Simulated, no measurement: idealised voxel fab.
process module | voxel spacer lines
cross-section cut | 300 nm wide | cells 5 nm
A cross-section is a grid of square cells, given in bands from the top down. A band is one or more rows of cells.
Each band's line starts with the height of the band's top and of its bottom, in nm. Then come its materials from left to right, each with its width in nm. One material with "throughout" fills the band from edge to edge. "air" is empty space.
Height 0 is the level under which the wafer as received is all one material. The lowest band goes on downwards, as in "0 down".
A width such as "30 to 40" changes by the same amount from each row of cells to the next, from the band's top row to its bottom row.
"no change" after a step means that no cell of the cross-section changed.
closed voids: empty space of 8 cells or more with no open way to the top, each as width x height at its distance from the left edge, in nm
after a step's settings: what the simulator itself notes on the step
overlay nm, on a step with a mask: how far to the right of its planned place the mask lay; to the left if negative
plan
1 op RECEIVE | material Si
2 op CONFORMAL_DEP | material Al2O3 | thk nm 5
3 op DIRECTIONAL_DEP | material TiN | thk nm 15
4 op DIRECTIONAL_DEP | material aC | thk nm 25
5 op PATTERN | tone cover | mask id MANDREL | material resist | width nm 15 | pitch nm 60 | thk nm 30 | overlay nm 0
6 op DIRECTIONAL_ETCH | etch materials aC | depth nm 25
7 op STRIP | etch materials resist
8 op CONFORMAL_DEP | material SiO2 | thk nm 15
9 op DIRECTIONAL_ETCH | etch materials SiO2 | depth nm 15
10 op STRIP | etch materials aC
11 op DIRECTIONAL_ETCH | etch materials TiN | depth nm 15
12 op STRIP | etch materials SiO2
varied across the wafers: width nm of step 5. The plan shows the first wafer's value. All wafers start alike
first wafer as received, after step 1
  0 down: Si throughout
  closed voids: none
first wafer at the end, after step 12
  20 to 5: air 95 | TiN 15 | air 15 | TiN 15 | air 15 | TiN 15 | air 15 | TiN 15 | air 100
  5 to 0: Al2O3 throughout
  0 down: Si throughout
  closed voids: none
last wafer at the end
  20 to 5: air 90 | TiN 15 | air 30 | TiN 30 | air 30 | TiN 15 | air 90
  5 to 0: Al2O3 throughout
  0 down: Si throughout
  closed voids: none
each wafer at the end: cells of each material gained (+) or lost (-) since it was received, then its closed voids
width nm 15 | +60 Al2O3 | +36 TiN | closed voids: none
width nm 20 | +60 Al2O3 | +36 TiN | closed voids: none
width nm 25 | +60 Al2O3 | +36 TiN | closed voids: none
width nm 30 | +60 Al2O3 | +36 TiN | closed voids: none
